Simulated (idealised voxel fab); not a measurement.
Module name: voxel self aligned contacts (process module)
The figure presents cross-section cut, which has a width of 260 nm and is divided into square cells with an edge length of 5 nm.
Cross-section layout: square cells on a grid; listed as bands, top to bottom; a band spans one or more cell rows.
The entry gives the band's vertical extent as a top height and a bottom height in nm, then its horizontal make-up as materials from left to right, each with a width in nm. "empty" stands for empty space; a single material marked "throughout" fills the band edge to edge.
Convention: height 0 is the level below which the wafer, as received, is all one material. The lowest band does not terminate at the bottom but continues downward, represented as "from 0 down".
Think of "30..40" as a width that walks from the first number to the second as you go down the band, top row to bottom row, taking equal-sized steps from row to row.
It should be understood that the words "no change occurred", when stated for a given step, signify that the cross-section underwent no change in any of its cells during that step.
This entry, "Closed void list", enumerates those empty regions of no fewer than 8 cells that possess no open connection to the top. Each region is reported in the form width x height at distance, the distance being taken from the left edge, with all three quantities expressed in nm.
It should be noted that, on the line of a given step, the content following the step's settings is a remark produced by the simulator itself with respect to that step.
You can add "overlay nm" to a step's line. For a step with a mask, it describes how far the mask lay to the right of its planned position, and a negative number describes a lay to the left.

## These are the steps we planned for the process
step 1: op RECEIVE | material Si
step 2: op OXIDIZE | depth nm 5
step 3: op DIRECTIONAL_DEP | material polySi | thk nm 30
step 4: op DIRECTIONAL_DEP | material SiN | thk nm 15
step 5: op MASKED_ETCH | tone cover | mask id GATE | width nm 35 | pitch nm 70 | etch materials SiN | depth nm 15 | overlay nm 0
step 6: op MASKED_ETCH | tone cover | mask id GATE | width nm 35 | pitch nm 70 | etch materials polySi | depth nm 30 | overlay nm 0
step 7: op CONFORMAL_DEP | material SiN | thk nm 5
step 8: op DIRECTIONAL_ETCH | etch materials SiN | depth nm 5
step 9: op FILL_DEP | material SiO2 | thk nm 15
step 10: op CMP | height nm 50
step 11: op PATTERN | tone open | mask id CONTACT | material resist | width nm 45 | pitch nm 70 | thk nm 15 | overlay nm 0
step 12: op DIRECTIONAL_ETCH | etch materials SiO2 | depth nm 55
step 13: op STRIP | etch materials resist
step 14: op CONFORMAL_DEP | material TiN | thk nm 5
step 15: op FILL_DEP | material Ru | thk nm 10
step 16: op CMP | height nm 50
step 17: op CONFORMAL_DEP | material SiCN | thk nm 5

## First wafer out of two, processed as planned

## As-received wafer cross-section (after step 1)
    from 0 down  Si throughout
    Closed void list: none

## The wafer in cross-section once step 2 is complete
    from 0 to -5  SiO2 throughout
    Under -5: no change, same as before.

## The wafer in cross-section once step 3 is complete
    from 30 to 0  polySi throughout
    Under 0: no change, same as before.

## The wafer in cross-section once step 4 is complete
    from 45 to 30  SiN throughout
    Under 30: no change, same as before.

## The wafer in cross-section once step 5 is complete
    from 45 to 30  empty 40 nm | SiN 35 nm | empty 35 nm | SiN 35 nm | empty 35 nm | SiN 35 nm | empty 45 nm
    Under 30: no change, same as before.

## The wafer in cross-section once step 6 is complete
    from 45 to 30  empty 40 nm | SiN 35 nm | empty 35 nm | SiN 35 nm | empty 35 nm | SiN 35 nm | empty 45 nm
    from 30 to 0  empty 40 nm | polySi 35 nm | empty 35 nm | polySi 35 nm | empty 35 nm | polySi 35 nm | empty 45 nm
    Under 0: no change, same as before.

## The wafer in cross-section once step 7 is complete
    from 50 to 30  empty 35 nm | SiN 45 nm | empty 25 nm | SiN 45 nm | empty 25 nm | SiN 45 nm | empty 40 nm
    from 30 to 5  empty 35 nm | SiN 5 nm | polySi 35 nm | SiN 5 nm | empty 25 nm | SiN 5 nm | polySi 35 nm | SiN 5 nm | empty 25 nm | SiN 5 nm | polySi 35 nm | SiN 5 nm | empty 40 nm
    from 5 to 0  SiN 40 nm | polySi 35 nm | SiN 35 nm | polySi 35 nm | SiN 35 nm | polySi 35 nm | SiN 45 nm
    Under 0: no change, same as before.

## The wafer in cross-section once step 8 is complete
    from 45 to 30  empty 35 nm | SiN 45 nm | empty 25 nm | SiN 45 nm | empty 25 nm | SiN 45 nm | empty 40 nm
    from 30 to 0  empty 35 nm | SiN 5 nm | polySi 35 nm | SiN 5 nm | empty 25 nm | SiN 5 nm | polySi 35 nm | SiN 5 nm | empty 25 nm | SiN 5 nm | polySi 35 nm | SiN 5 nm | empty 40 nm
    Under 0: no change, same as before.

## The wafer in cross-section once step 9 is complete
    from 60 to 45  SiO2 throughout
    from 45 to 30  SiO2 35 nm | SiN 45 nm | SiO2 25 nm | SiN 45 nm | SiO2 25 nm | SiN 45 nm | SiO2 40 nm
    from 30 to 0  SiO2 35 nm | SiN 5 nm | polySi 35 nm | SiN 5 nm | SiO2 25 nm | SiN 5 nm | polySi 35 nm | SiN 5 nm | SiO2 25 nm | SiN 5 nm | polySi 35 nm | SiN 5 nm | SiO2 40 nm
    Under 0: no change, same as before.

## The wafer in cross-section once step 10 is complete
    from 50 to 45  SiO2 throughout
    Under 45: no change, same as before.

## The wafer in cross-section once step 11 is complete
    from 65 to 50  resist 70 nm | empty 45 nm | resist 25 nm | empty 45 nm | resist 75 nm
    Under 50: no change, same as before.

## The wafer in cross-section once step 12 is complete
    from 65 to 50  resist 70 nm | empty 45 nm | resist 25 nm | empty 45 nm | resist 75 nm
    from 50 to 45  SiO2 70 nm | empty 45 nm | SiO2 25 nm | empty 45 nm | SiO2 75 nm
    from 45 to 30  SiO2 35 nm | SiN 45 nm | empty 25 nm | SiN 45 nm | empty 25 nm | SiN 45 nm | SiO2 40 nm
    from 30 to 0  SiO2 35 nm | SiN 5 nm | polySi 35 nm | SiN 5 nm | empty 25 nm | SiN 5 nm | polySi 35 nm | SiN 5 nm | empty 25 nm | SiN 5 nm | polySi 35 nm | SiN 5 nm | SiO2 40 nm
    from 0 to -5  SiO2 80 nm | empty 25 nm | SiO2 45 nm | empty 25 nm | SiO2 85 nm
    Under -5: no change, same as before.

## The wafer in cross-section once step 13 is complete
    from 50 to 45  SiO2 70 nm | empty 45 nm | SiO2 25 nm | empty 45 nm | SiO2 75 nm
    Under 45: no change, same as before.

## The wafer in cross-section once step 14 is complete
    from 55 to 50  TiN 75 nm | empty 35 nm | TiN 35 nm | empty 35 nm | TiN 80 nm
    from 50 to 45  SiO2 70 nm | TiN 15 nm | empty 15 nm | TiN 15 nm | SiO2 25 nm | TiN 15 nm | empty 15 nm | TiN 15 nm | SiO2 75 nm
    from 45 to 30  SiO2 35 nm | SiN 45 nm | TiN 5 nm | empty 15 nm | TiN 5 nm | SiN 45 nm | TiN 5 nm | empty 15 nm | TiN 5 nm | SiN 45 nm | SiO2 40 nm
    from 30 to 0  SiO2 35 nm | SiN 5 nm | polySi 35 nm | SiN 5 nm | TiN 5 nm | empty 15 nm | TiN 5 nm | SiN 5 nm | polySi 35 nm | SiN 5 nm | TiN 5 nm | empty 15 nm | TiN 5 nm | SiN 5 nm | polySi 35 nm | SiN 5 nm | SiO2 40 nm
    from 0 to -5  SiO2 80 nm | TiN 25 nm | SiO2 45 nm | TiN 25 nm | SiO2 85 nm
    Under -5: no change, same as before.

## The wafer in cross-section once step 15 is complete
    from 65 to 55  Ru throughout
    from 55 to 50  TiN 75 nm | Ru 35 nm | TiN 35 nm | Ru 35 nm | TiN 80 nm
    from 50 to 45  SiO2 70 nm | TiN 15 nm | Ru 15 nm | TiN 15 nm | SiO2 25 nm | TiN 15 nm | Ru 15 nm | TiN 15 nm | SiO2 75 nm
    from 45 to 30  SiO2 35 nm | SiN 45 nm | TiN 5 nm | Ru 15 nm | TiN 5 nm | SiN 45 nm | TiN 5 nm | Ru 15 nm | TiN 5 nm | SiN 45 nm | SiO2 40 nm
    from 30 to 0  SiO2 35 nm | SiN 5 nm | polySi 35 nm | SiN 5 nm | TiN 5 nm | Ru 15 nm | TiN 5 nm | SiN 5 nm | polySi 35 nm | SiN 5 nm | TiN 5 nm | Ru 15 nm | TiN 5 nm | SiN 5 nm | polySi 35 nm | SiN 5 nm | SiO2 40 nm
    Under 0: no change, same as before.

## The wafer in cross-section once step 16 is complete
    from 50 to 45  SiO2 70 nm | TiN 15 nm | Ru 15 nm | TiN 15 nm | SiO2 25 nm | TiN 15 nm | Ru 15 nm | TiN 15 nm | SiO2 75 nm
    Under 45: no change, same as before.

## The wafer in cross-section once step 17 is complete
    from 55 to 50  SiCN throughout
    Under 50: no change, same as before.

## The second wafer: identical to the first at the outset and in its planned sequence, differing only in that one mistake was made during processing; up to and including step 5, its path is the first wafer's path

## The second wafer in cross-section, at the planned close of step 6
    from 45 to 30  empty 40 nm | SiN 35 nm | empty 35 nm | SiN 35 nm | empty 35 nm | SiN 35 nm | empty 45 nm
    from 30 to 0  empty 35 nm | polySi 45 nm | empty 25 nm | polySi 45 nm | empty 25 nm | polySi 45 nm | empty 40 nm
    Under 0: no change, same as before.

## The second wafer in cross-section, at the planned close of step 7
    from 50 to 35  empty 35 nm | SiN 45 nm | empty 25 nm | SiN 45 nm | empty 25 nm | SiN 45 nm | empty 40 nm
    from 35 to 30  empty 30 nm | SiN 55 nm | empty 15 nm | SiN 55 nm | empty 15 nm | SiN 55 nm | empty 35 nm
    from 30 to 5  empty 30 nm | SiN 5 nm | polySi 45 nm | SiN 5 nm | empty 15 nm | SiN 5 nm | polySi 45 nm | SiN 5 nm | empty 15 nm | SiN 5 nm | polySi 45 nm | SiN 5 nm | empty 35 nm
    from 5 to 0  SiN 35 nm | polySi 45 nm | SiN 25 nm | polySi 45 nm | SiN 25 nm | polySi 45 nm | SiN 40 nm
    Under 0: no change, same as before.

## The second wafer in cross-section, at the planned close of step 8
    from 45 to 30  empty 35 nm | SiN 45 nm | empty 25 nm | SiN 45 nm | empty 25 nm | SiN 45 nm | empty 40 nm
    from 30 to 0  empty 30 nm | SiN 5 nm | polySi 45 nm | SiN 5 nm | empty 15 nm | SiN 5 nm | polySi 45 nm | SiN 5 nm | empty 15 nm | SiN 5 nm | polySi 45 nm | SiN 5 nm | empty 35 nm
    Under 0: no change, same as before.

## The second wafer in cross-section, at the planned close of step 9
    from 60 to 45  SiO2 throughout
    from 45 to 30  SiO2 35 nm | SiN 45 nm | SiO2 25 nm | SiN 45 nm | SiO2 25 nm | SiN 45 nm | SiO2 40 nm
    from 30 to 0  SiO2 30 nm | SiN 5 nm | polySi 45 nm | SiN 5 nm | SiO2 15 nm | SiN 5 nm | polySi 45 nm | SiN 5 nm | SiO2 15 nm | SiN 5 nm | polySi 45 nm | SiN 5 nm | SiO2 35 nm
    Under 0: no change, same as before.

## The second wafer in cross-section, at the planned close of step 10
    from 50 to 45  SiO2 throughout
    Under 45: no change, same as before.

## The second wafer in cross-section, at the planned close of step 11
    from 65 to 50  resist 70 nm | empty 45 nm | resist 25 nm | empty 45 nm | resist 75 nm
    Under 50: no change, same as before.

## The second wafer in cross-section, at the planned close of step 12
    from 65 to 50  resist 70 nm | empty 45 nm | resist 25 nm | empty 45 nm | resist 75 nm
    from 50 to 45  SiO2 70 nm | empty 45 nm | SiO2 25 nm | empty 45 nm | SiO2 75 nm
    from 45 to 30  SiO2 35 nm | SiN 45 nm | empty 25 nm | SiN 45 nm | empty 25 nm | SiN 45 nm | SiO2 40 nm
    from 30 to 0  SiO2 30 nm | SiN 5 nm | polySi 45 nm | SiN 5 nm | empty 15 nm | SiN 5 nm | polySi 45 nm | SiN 5 nm | empty 15 nm | SiN 5 nm | polySi 45 nm | SiN 5 nm | SiO2 35 nm
    from 0 to -5  SiO2 85 nm | empty 15 nm | SiO2 55 nm | empty 15 nm | SiO2 90 nm
    Under -5: no change, same as before.

## The second wafer in cross-section, at the planned close of step 13
    from 50 to 45  SiO2 70 nm | empty 45 nm | SiO2 25 nm | empty 45 nm | SiO2 75 nm
    Under 45: no change, same as before.

## The second wafer in cross-section, at the planned close of step 14
    from 55 to 50  TiN 75 nm | empty 35 nm | TiN 35 nm | empty 35 nm | TiN 80 nm
    from 50 to 45  SiO2 70 nm | TiN 15 nm | empty 15 nm | TiN 15 nm | SiO2 25 nm | TiN 15 nm | empty 15 nm | TiN 15 nm | SiO2 75 nm
    from 45 to 35  SiO2 35 nm | SiN 45 nm | TiN 5 nm | empty 15 nm | TiN 5 nm | SiN 45 nm | TiN 5 nm | empty 15 nm | TiN 5 nm | SiN 45 nm | SiO2 40 nm
    from 35 to 30  SiO2 35 nm | SiN 45 nm | TiN 10 nm | empty 5 nm | TiN 10 nm | SiN 45 nm | TiN 10 nm | empty 5 nm | TiN 10 nm | SiN 45 nm | SiO2 40 nm
    from 30 to 0  SiO2 30 nm | SiN 5 nm | polySi 45 nm | SiN 5 nm | TiN 5 nm | empty 5 nm | TiN 5 nm | SiN 5 nm | polySi 45 nm | SiN 5 nm | TiN 5 nm | empty 5 nm | TiN 5 nm | SiN 5 nm | polySi 45 nm | SiN 5 nm | SiO2 35 nm
    from 0 to -5  SiO2 85 nm | TiN 15 nm | SiO2 55 nm | TiN 15 nm | SiO2 90 nm
    Under -5: no change, same as before.

## The second wafer in cross-section, at the planned close of step 15
    from 65 to 55  Ru throughout
    from 55 to 50  TiN 75 nm | Ru 35 nm | TiN 35 nm | Ru 35 nm | TiN 80 nm
    from 50 to 45  SiO2 70 nm | TiN 15 nm | Ru 15 nm | TiN 15 nm | SiO2 25 nm | TiN 15 nm | Ru 15 nm | TiN 15 nm | SiO2 75 nm
    from 45 to 35  SiO2 35 nm | SiN 45 nm | TiN 5 nm | Ru 15 nm | TiN 5 nm | SiN 45 nm | TiN 5 nm | Ru 15 nm | TiN 5 nm | SiN 45 nm | SiO2 40 nm
    from 35 to 30  SiO2 35 nm | SiN 45 nm | TiN 10 nm | Ru 5 nm | TiN 10 nm | SiN 45 nm | TiN 10 nm | Ru 5 nm | TiN 10 nm | SiN 45 nm | SiO2 40 nm
    from 30 to 0  SiO2 30 nm | SiN 5 nm | polySi 45 nm | SiN 5 nm | TiN 5 nm | Ru 5 nm | TiN 5 nm | SiN 5 nm | polySi 45 nm | SiN 5 nm | TiN 5 nm | Ru 5 nm | TiN 5 nm | SiN 5 nm | polySi 45 nm | SiN 5 nm | SiO2 35 nm
    Under 0: no change, same as before.

## The second wafer in cross-section, at the planned close of step 16
    from 50 to 45  SiO2 70 nm | TiN 15 nm | Ru 15 nm | TiN 15 nm | SiO2 25 nm | TiN 15 nm | Ru 15 nm | TiN 15 nm | SiO2 75 nm
    Under 45: no change, same as before.

## The second wafer in cross-section, at the planned close of step 17
    from 55 to 50  SiCN throughout
    Under 50: no change, same as before.
The plan and the run diverged here: step 6 changed vs plan, executed as op MASKED_ETCH | tone cover | mask id GATE | width nm 45 | pitch nm 70 | etch materials polySi | depth nm 30 | overlay nm 0
The second wafer ends with more or fewer cells of some materials than the first, per final count: 28 fewer of Ru, 8 fewer of SiO2, 36 more of polySi
